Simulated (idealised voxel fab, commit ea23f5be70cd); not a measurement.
process module | voxel transistor to metal
cross-section cut | 145 nm wide | cells 5 nm
A cross-section is a grid of square cells, given in bands from the top down. A band is one or more rows of cells.
Each band's line starts with the height of the band's top and of its bottom, in nm. Then come its materials from left to right, each with its width in nm. One material with "throughout" fills the band from edge to edge. "air" is empty space.
Height 0 is the level under which the wafer as received is all one material. The lowest band goes on downwards, as in "0 down".
A width such as "30 to 40" changes by the same amount from each row of cells to the next, from the band's top row to its bottom row.
"no change" after a step means that no cell of the cross-section changed.
closed voids: empty space of 8 cells or more with no open way to the top, each as width x height at its distance from the left edge, in nm
after a step's settings: what the simulator itself notes on the step
overlay nm, on a step with a mask: how far to the right of its planned place the mask lay; to the left if negative
plan
1 op RECEIVE | material Si
2 op CONFORMAL_DEP | material SiO2 | thk nm 5
3 op CONFORMAL_DEP | material SiN | thk nm 10
4 op DIRECTIONAL_DEP | material aC | thk nm 10
5 op PATTERN | tone cover | mask id ACTIVE | material resist | width nm 105 | thk nm 25 | overlay nm 0
6 op DIRECTIONAL_ETCH | etch materials aC | depth nm 10
7 op STRIP | etch materials resist
8 op DIRECTIONAL_ETCH | etch materials SiN | depth nm 10
9 op DIRECTIONAL_ETCH | etch materials SiO2 | depth nm 5
10 op DIRECTIONAL_ETCH | etch materials Si | depth nm 25
11 op STRIP | etch materials aC
12 op FILL_DEP | material SiO2 | thk nm 15
13 op CMP | height nm 15
14 op SELECTIVE_ETCH | etch materials SiO2 | depth nm 5
15 op STRIP | etch materials SiN
16 op SELECTIVE_ETCH | etch materials SiO2 | depth nm 5
17 op OXIDIZE | depth nm 5
18 op DIRECTIONAL_DEP | material polySi | thk nm 30
19 op DIRECTIONAL_DEP | material SiCN | thk nm 10
20 op MASKED_ETCH | tone cover | mask id GATE | width nm 25 | etch materials SiCN | depth nm 20 | overlay nm 0
21 op MASKED_ETCH | tone cover | mask id GATE | width nm 25 | etch materials polySi | depth nm 40 | overlay nm 0
22 op CONFORMAL_DEP | material SiO2 | thk nm 5
23 op DIRECTIONAL_ETCH | etch materials SiO2 | depth nm 5
24 op CONFORMAL_DEP | material SiN | thk nm 10
25 op DIRECTIONAL_ETCH | etch materials SiN | depth nm 10
26 op DIRECTIONAL_ETCH | etch materials SiO2 | depth nm 5
27 op DIRECTIONAL_ETCH | etch materials Si | depth nm 5
28 op EPI | material nSi | thk nm 10
29 op FILL_DEP | material SiO2 | thk nm 10
30 op CMP | height nm 40
31 op DIRECTIONAL_DEP | material SiO2 | thk nm 15
32 op MASKED_ETCH | tone open | mask id CONTACT | width nm 15 | pitch nm 80 | etch materials SiO2 | depth nm 50 | overlay nm 0
33 op CONFORMAL_DEP | material TiN | thk nm 5
34 op FILL_DEP | material Ru | thk nm 10
35 op CMP | height nm 55
36 op CONFORMAL_DEP | material SiCN | thk nm 5
37 op DIRECTIONAL_DEP | material lowk | thk nm 25
38 op DIRECTIONAL_DEP | material aC | thk nm 15
39 op PATTERN | tone open | mask id METAL_1 | material resist | width nm 15 | pitch nm 80 | thk nm 30 | overlay nm 0
40 op DIRECTIONAL_ETCH | etch materials aC | depth nm 15
41 op STRIP | etch materials resist
42 op DIRECTIONAL_ETCH | etch materials lowk | depth nm 25
43 op DIRECTIONAL_ETCH | etch materials SiCN | depth nm 5
44 op STRIP | etch materials aC
45 op CONFORMAL_DEP | material TiN | thk nm 5
46 op FILL_DEP | material Cu | thk nm 10
47 op CMP | height nm 85
48 op CONFORMAL_DEP | material SiCN | thk nm 5
49 op DIRECTIONAL_DEP | material SiO2 | thk nm 25
50 op DIRECTIONAL_DEP | material aC | thk nm 10
51 op PATTERN | tone open | mask id METAL_2 | material resist | width nm 15 | pitch nm 80 | thk nm 30 | overlay nm 0
52 op DIRECTIONAL_ETCH | etch materials aC | depth nm 10
53 op STRIP | etch materials resist
54 op DIRECTIONAL_ETCH | etch materials SiO2 | depth nm 15
55 op STRIP | etch materials aC
56 op DIRECTIONAL_DEP | material aC | thk nm 15
57 op PATTERN | tone open | mask id METAL_2_HOLES | material resist | width nm 15 | pitch nm 80 | thk nm 30 | overlay nm 0
58 op DIRECTIONAL_ETCH | etch materials aC | depth nm 15
59 op STRIP | etch materials resist
60 op DIRECTIONAL_ETCH | etch materials SiO2 | depth nm 10
61 op DIRECTIONAL_ETCH | etch materials SiCN | depth nm 5
62 op STRIP | etch materials aC
63 op CONFORMAL_DEP | material TiN | thk nm 5
64 op FILL_DEP | material Cu | thk nm 10
65 op CMP | height nm 115
66 op CONFORMAL_DEP | material SiCN | thk nm 5
as received, after step 1
  0 down: Si throughout
  closed voids: none
a wafer at the end: this start, this plan, one mistake
  120 to 115: SiCN throughout
  115 to 90: SiO2 25 | TiN 5 | Cu 5 | TiN 5 | SiO2 65 | TiN 5 | Cu 5 | TiN 5 | SiO2 25
  90 to 85: SiCN 25 | TiN 15 | SiCN 65 | TiN 15 | SiCN 25
  85 to 60: lowk 25 | TiN 5 | Cu 5 | TiN 5 | lowk 65 | TiN 5 | Cu 5 | TiN 5 | lowk 25
  60 to 55: SiCN 25 | TiN 15 | SiCN 65 | TiN 15 | SiCN 25
  55 to 40: SiO2 25 | TiN 5 | Ru 5 | TiN 5 | SiO2 65 | TiN 5 | Ru 5 | TiN 5 | SiO2 25
  40 to 30: SiO2 25 | TiN 5 | Ru 5 | TiN 5 | SiO2 5 | SiN 10 | SiO2 5 | SiCN 25 | SiO2 5 | SiN 10 | SiO2 5 | TiN 5 | Ru 5 | TiN 5 | SiO2 25
  30 to 10: SiO2 25 | TiN 5 | Ru 5 | TiN 5 | SiO2 5 | SiN 10 | SiO2 5 | polySi 25 | SiO2 5 | SiN 10 | SiO2 5 | TiN 5 | Ru 5 | TiN 5 | SiO2 25
  10 to 5: SiO2 25 | TiN 15 | SiO2 5 | SiN 10 | SiO2 5 | polySi 25 | SiO2 5 | SiN 10 | SiO2 5 | TiN 15 | SiO2 25
  5 to 0: SiO2 20 | SiN 10 | nSi 15 | SiN 10 | SiO2 5 | polySi 25 | SiO2 5 | SiN 10 | nSi 15 | SiN 10 | SiO2 20
  0 to -5: SiO2 30 | nSi 15 | SiO2 55 | nSi 15 | SiO2 30
  -5 to -10: SiO2 20 | Si 10 | nSi 15 | Si 55 | nSi 15 | Si 10 | SiO2 20
  -10 to -50: SiO2 20 | Si 105 | SiO2 20
  -50 down: Si throughout
  closed voids: none
what went wrong: step 10 was run twice
